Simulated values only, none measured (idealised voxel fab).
The following process module bears the name voxel lift off.
Cross-section cut spans 260 nm and uses square cells 5 nm in size.
Throughout this document, each cross-section is represented as a grid of square cells and is presented as a sequence of bands enumerated from the top downward, where a band comprises one or more rows of cells. What a band's entry tells you: where the top is and where the bottom is, as heights in nm, and after that what lies inside, material by material from left to right, each with its width in nm. Empty space is written as the word "blank", and a single material marked with the word "throughout" occupies the band from edge to edge. We count height from 0. Below that, the starting wafer is all one material. The lowest band never ends at the bottom but goes on down; see "0 down" for how that is written. Width "30->40": first value at the band's top row of cells, second value at its bottom row, equal change from row to row. Step note "nothing altered" = no cross-section cell changed. Voids not open to the top, 8 cells minimum: see "Fully closed voids". Written width x height at distance; distance is from the left edge; nm. Step line, after settings: the simulator's comment on this step. A step's line can hold "overlay nm"; with a mask on that step, the setting says how far right of the planned place the mask lay, while a negative setting says it lay to the left.

### Below is the list of planned process steps
1. RECEIVE | material Si
2. CONFORMAL_DEP | material SiO2 | thk nm 15
3. PATTERN | tone open | mask id LINES | material resist | width nm 15 | pitch nm 45 | thk nm 30 | overlay nm 0
4. DIRECTIONAL_DEP | material Ru | thk nm 5
5. STRIP | etch materials resist
6. CONFORMAL_DEP | material SiN | thk nm 5
Same starting wafers, different thk nm at step 4. Plan value belongs to the first wafer.

### First of several wafers (as received, post step 1), cross-sectional view
- 0 down: Si throughout
- Fully closed voids: none

### The first of several wafers, seen in cross-section after the module's last step, step 6
- 25 to 20: 95 of blank  25 of SiN  20 of blank  25 of SiN  95 of blank
- 20 to 15: 100 of SiN  15 of Ru  30 of SiN  15 of Ru  100 of SiN
- 15 to 0: SiO2 throughout
- 0 down: Si throughout
- Fully closed voids: none

### Showing the last wafer in cross-section at the end of the module
- 45 to 40: 95 of blank  25 of SiN  20 of blank  25 of SiN  95 of blank
- 40 to 20: 95 of blank  5 of SiN  15 of Ru  5 of SiN  20 of blank  5 of SiN  15 of Ru  5 of SiN  95 of blank
- 20 to 15: 100 of SiN  15 of Ru  30 of SiN  15 of Ru  100 of SiN
- 15 to 0: SiO2 throughout
- 0 down: Si throughout
- Fully closed voids: none

### Heads up, this table goes wafer by wafer. A row tells you, at the end of the module, how many cells of each material that wafer has put on (+) or dropped (-) since it was received, and then its closed voids
thk nm 5 | +6 Ru | +56 SiN | +156 SiO2 | Fully closed voids: none
thk nm 10 | +12 Ru | +60 SiN | +156 SiO2 | Fully closed voids: none
thk nm 15 | +18 Ru | +64 SiN | +156 SiO2 | Fully closed voids: none
thk nm 20 | +24 Ru | +68 SiN | +156 SiO2 | Fully closed voids: none
thk nm 25 | +30 Ru | +72 SiN | +156 SiO2 | Fully closed voids: none
